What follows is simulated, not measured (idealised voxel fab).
Proc. module: voxel fin reveal
It is cross-section cut that appears here, measuring 255 nm in width, its square cells being 5 nm in size.
For the purposes of this document, a cross-section shall be understood as a grid of square cells, specified as bands listed in top-to-bottom order, each band consisting of one or more rows of cells. This entry defines a band. It first specifies the height of the band's top and the height of its bottom in nm, and then specifies the band's materials from left to right, stating each material with its width in nm. The word "throughout" identifies a single material that fills the band from edge to edge, while the word "blank" identifies empty space. Height 0 is the level under which the wafer as received is all one material. The lowest band goes on downwards, as in "0 nm and below". The width entry "30->40" should be interpreted row by row: the top row of cells in the band takes the first number, the bottom row takes the second number, and the change between adjacent rows is uniform throughout. Where the words "no modifications" appear for a step, the cross-section shows no cell changed by that step; every cell remained as before. Voids not open to the top, 8 cells minimum: see "Sealed cavities". Written width x height at distance; distance is from the left edge; nm. If you see something after the settings on a step's line, that's the simulator's own remark about that step. overlay nm: for a step with a mask, the amount by which the mask lay right of where it was planned; a negative amount means left of it.
### So here's the lineup of process steps we planned
step 1: RECEIVE | material Si
step 2: CONFORMAL_DEP | material SiN | thk nm 10
step 3: PATTERN | tone cover | mask id FINS | material resist | width nm 15 | pitch nm 40 | thk nm 15 | overlay nm 0
step 4: DIRECTIONAL_ETCH | etch materials SiN | depth nm 10
step 5: DIRECTIONAL_ETCH | etch materials Si | depth nm 35
step 6: STRIP | etch materials resist
step 7: OXIDIZE | depth nm 5
step 8: FILL_DEP | material SiO2 | thk nm 10
step 9: CMP | height nm 10
step 10: SELECTIVE_ETCH | etch materials SiO2 | depth nm 20
step 11: STRIP | etch materials SiN
### On the first of the two wafers: run conducted according to plan
### Incoming wafer in cross-section (state: after step 1)
- 0 nm and below = Si throughout
- Sealed cavities: none
### How the wafer stands in section after step 2
- 10 nm to 0 nm = SiN throughout
- below 0: unchanged
### How the wafer stands in section after step 3
- 25 nm to 10 nm = 80 of blank  15 of resist  25 of blank  15 of resist  25 of blank  15 of resist  80 of blank
- below 10: unchanged
### How the wafer stands in section after step 4
- 25 nm to 10 nm = 80 of blank  15 of resist  25 of blank  15 of resist  25 of blank  15 of resist  80 of blank
- 10 nm to 0 nm = 80 of blank  15 of SiN  25 of blank  15 of SiN  25 of blank  15 of SiN  80 of blank
- below 0: unchanged
### How the wafer stands in section after step 5
- 25 nm to 10 nm = 80 of blank  15 of resist  25 of blank  15 of resist  25 of blank  15 of resist  80 of blank
- 10 nm to 0 nm = 80 of blank  15 of SiN  25 of blank  15 of SiN  25 of blank  15 of SiN  80 of blank
- 0 nm to -35 nm = 80 of blank  15 of Si  25 of blank  15 of Si  25 of blank  15 of Si  80 of blank
- below -35: unchanged
### How the wafer stands in section after step 6
- 10 nm to 0 nm = 80 of blank  15 of SiN  25 of blank  15 of SiN  25 of blank  15 of SiN  80 of blank
- below 0: unchanged
### How the wafer stands in section after step 7
- 10 nm to 0 nm = 80 of blank  15 of SiN  25 of blank  15 of SiN  25 of blank  15 of SiN  80 of blank
- 0 nm to -35 nm = 80 of blank  5 of SiO2  5 of Si  5 of SiO2  25 of blank  5 of SiO2  5 of Si  5 of SiO2  25 of blank  5 of SiO2  5 of Si  5 of SiO2  80 of blank
- -35 nm to -40 nm = 85 of SiO2  5 of Si  35 of SiO2  5 of Si  35 of SiO2  5 of Si  85 of SiO2
- below -40: unchanged
### How the wafer stands in section after step 8
- 20 nm to 10 nm = SiO2 throughout
- 10 nm to 0 nm = 80 of SiO2  15 of SiN  25 of SiO2  15 of SiN  25 of SiO2  15 of SiN  80 of SiO2
- 0 nm to -40 nm = 85 of SiO2  5 of Si  35 of SiO2  5 of Si  35 of SiO2  5 of Si  85 of SiO2
- below -40: unchanged
### How the wafer stands in section after step 9
- 10 nm to 0 nm = 80 of SiO2  15 of SiN  25 of SiO2  15 of SiN  25 of SiO2  15 of SiN  80 of SiO2
- below 0: unchanged
### How the wafer stands in section after step 10
- 10 nm to 0 nm = 80 of blank  15 of SiN  25 of blank  15 of SiN  25 of blank  15 of SiN  80 of blank
- 0 nm to -10 nm = 85 of blank  5 of Si  35 of blank  5 of Si  35 of blank  5 of Si  85 of blank
- below -10: unchanged
### How the wafer stands in section after step 11
- 0 nm to -10 nm = 85 of blank  5 of Si  35 of blank  5 of Si  35 of blank  5 of Si  85 of blank
- below -10: unchanged
### The remaining wafer, second of the two, started like the first and was run to the same plan, except that one mistake was made along the way; the two coincide through step 9, inclusive
### Cross-section: second wafer, time at which step 10 was scheduled to end
- 10 nm to 0 nm = 80 of blank  15 of SiN  25 of blank  15 of SiN  25 of blank  15 of SiN  80 of blank
- 0 nm to -30 nm = 85 of blank  5 of Si  35 of blank  5 of Si  35 of blank  5 of Si  85 of blank
- below -30: unchanged
### Cross-section: second wafer, time at which step 11 was scheduled to end
- 0 nm to -30 nm = 85 of blank  5 of Si  35 of blank  5 of Si  35 of blank  5 of Si  85 of blank
- below -30: unchanged
Error vs. plan: regarding the plan, step 10 was run twice
Heads up, by the end the second wafer has more or fewer cells of some materials compared to the first: SiO2: 192 fewer
